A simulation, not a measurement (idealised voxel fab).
process module | voxel ribs on slabs
cross-section cut | 150 nm wide | cells 5 nm
A cross-section is a grid of square cells, given in bands from the top down. A band is one or more rows of cells.
Each band's line starts with the height of the band's top and of its bottom, in nm. Then come its materials from left to right, each with its width in nm. One material with "throughout" fills the band from edge to edge. "air" is empty space.
Height 0 is the level under which the wafer as received is all one material. The lowest band goes on downwards, as in "0 down".
A width such as "30 to 40" changes by the same amount from each row of cells to the next, from the band's top row to its bottom row.
"no change" after a step means that no cell of the cross-section changed.
closed voids: empty space of 8 cells or more with no open way to the top, each as width x height at its distance from the left edge, in nm
after a step's settings: what the simulator itself notes on the step
overlay nm, on a step with a mask: how far to the right of its planned place the mask lay; to the left if negative
plan
1 op RECEIVE | material Si
2 op DIRECTIONAL_DEP | material SiO2 | thk nm 30
3 op DIRECTIONAL_DEP | material SiN | thk nm 15
4 op MASKED_ETCH | tone cover | mask id RIB | width nm 30 | etch materials SiN | depth nm 5 | overlay nm 0
5 op PATTERN | tone cover | mask id SLAB | material resist | width nm 60 | thk nm 20 | overlay nm 0
6 op DIRECTIONAL_ETCH | etch materials SiN | depth nm 10
7 op STRIP | etch materials resist
8 op FILL_DEP | material SiO2 | thk nm 20
9 op CMP | height nm 55
10 op DIRECTIONAL_DEP | material TiN | thk nm 10
11 op MASKED_ETCH | tone cover | mask id HEATER | width nm 40 | etch materials TiN | depth nm 10 | overlay nm 0
12 op CONFORMAL_DEP | material SiO2 | thk nm 5
as received, after step 1
  0 down: Si throughout
  closed voids: none
a wafer at the end: this start, this plan, one mistake
  70 to 65: SiO2 throughout
  65 to 55: SiN throughout
  55 to 45: SiO2 throughout
  45 to 40: SiO2 60 | SiN 30 | SiO2 60
  40 to 30: SiO2 45 | SiN 60 | SiO2 45
  30 to 0: SiO2 throughout
  0 down: Si throughout
  closed voids: none
what went wrong: step 10 ran as: op DIRECTIONAL_DEP | material SiN | thk nm 10
